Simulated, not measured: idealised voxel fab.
process module | voxel lift off
cross-section cut | 155 nm wide | cells 5 nm
A cross-section is a grid of square cells, given in bands from the top down. A band is one or more rows of cells.
Each band's line starts with the height of the band's top and of its bottom, in nm. Then come its materials from left to right, each with its width in nm. One material with "throughout" fills the band from edge to edge. "air" is empty space.
Height 0 is the level under which the wafer as received is all one material. The lowest band goes on downwards, as in "0 down".
A width such as "30 to 40" changes by the same amount from each row of cells to the next, from the band's top row to its bottom row.
"no change" after a step means that no cell of the cross-section changed.
closed voids: empty space of 8 cells or more with no open way to the top, each as width x height at its distance from the left edge, in nm
after a step's settings: what the simulator itself notes on the step
overlay nm, on a step with a mask: how far to the right of its planned place the mask lay; to the left if negative
plan
1 op RECEIVE | material Si
2 op CONFORMAL_DEP | material SiN | thk nm 10
3 op PATTERN | tone open | mask id LINES | material resist | width nm 15 | pitch nm 40 | thk nm 25 | overlay nm 0
4 op DIRECTIONAL_DEP | material Ru | thk nm 15
5 op STRIP | etch materials resist
6 op CONFORMAL_DEP | material SiO2 | thk nm 5
first wafer, as planned
as received, after step 1
  0 down: Si throughout
  closed voids: none
after step 2
  10 to 0: SiN throughout
  below 0: unchanged
after step 3
  35 to 10: resist 30 | air 15 | resist 25 | air 15 | resist 25 | air 15 | resist 30
  below 10: unchanged
after step 4
  50 to 35: Ru 30 | air 15 | Ru 25 | air 15 | Ru 25 | air 15 | Ru 30
  35 to 25: resist 30 | air 15 | resist 25 | air 15 | resist 25 | air 15 | resist 30
  25 to 10: resist 30 | Ru 15 | resist 25 | Ru 15 | resist 25 | Ru 15 | resist 30
  below 10: unchanged
after step 5
  25 to 10: air 30 | Ru 15 | air 25 | Ru 15 | air 25 | Ru 15 | air 30
  below 10: unchanged
after step 6
  30 to 25: air 25 | SiO2 25 | air 15 | SiO2 25 | air 15 | SiO2 25 | air 25
  25 to 15: air 25 | SiO2 5 | Ru 15 | SiO2 5 | air 15 | SiO2 5 | Ru 15 | SiO2 5 | air 15 | SiO2 5 | Ru 15 | SiO2 5 | air 25
  15 to 10: SiO2 30 | Ru 15 | SiO2 25 | Ru 15 | SiO2 25 | Ru 15 | SiO2 30
  below 10: unchanged
second wafer: like start, like plan, one mistake. Through step 2 it matches the first wafer
when step 3 should have ended
  35 to 10: resist 20 | air 15 | resist 25 | air 15 | resist 25 | air 15 | resist 40
  below 10: unchanged
when step 4 should have ended
  50 to 35: Ru 20 | air 15 | Ru 25 | air 15 | Ru 25 | air 15 | Ru 40
  35 to 25: resist 20 | air 15 | resist 25 | air 15 | resist 25 | air 15 | resist 40
  25 to 10: resist 20 | Ru 15 | resist 25 | Ru 15 | resist 25 | Ru 15 | resist 40
  below 10: unchanged
when step 5 should have ended
  25 to 10: air 20 | Ru 15 | air 25 | Ru 15 | air 25 | Ru 15 | air 40
  below 10: unchanged
when step 6 should have ended
  30 to 25: air 15 | SiO2 25 | air 15 | SiO2 25 | air 15 | SiO2 25 | air 35
  25 to 15: air 15 | SiO2 5 | Ru 15 | SiO2 5 | air 15 | SiO2 5 | Ru 15 | SiO2 5 | air 15 | SiO2 5 | Ru 15 | SiO2 5 | air 35
  15 to 10: SiO2 20 | Ru 15 | SiO2 25 | Ru 15 | SiO2 25 | Ru 15 | SiO2 40
  below 10: unchanged
what went wrong: step 3 ran as: op PATTERN | tone open | mask id LINES | material resist | width nm 15 | pitch nm 40 | thk nm 25 | overlay nm -10
at the end the second wafer has, in cells: as many of each material as the first, in other places
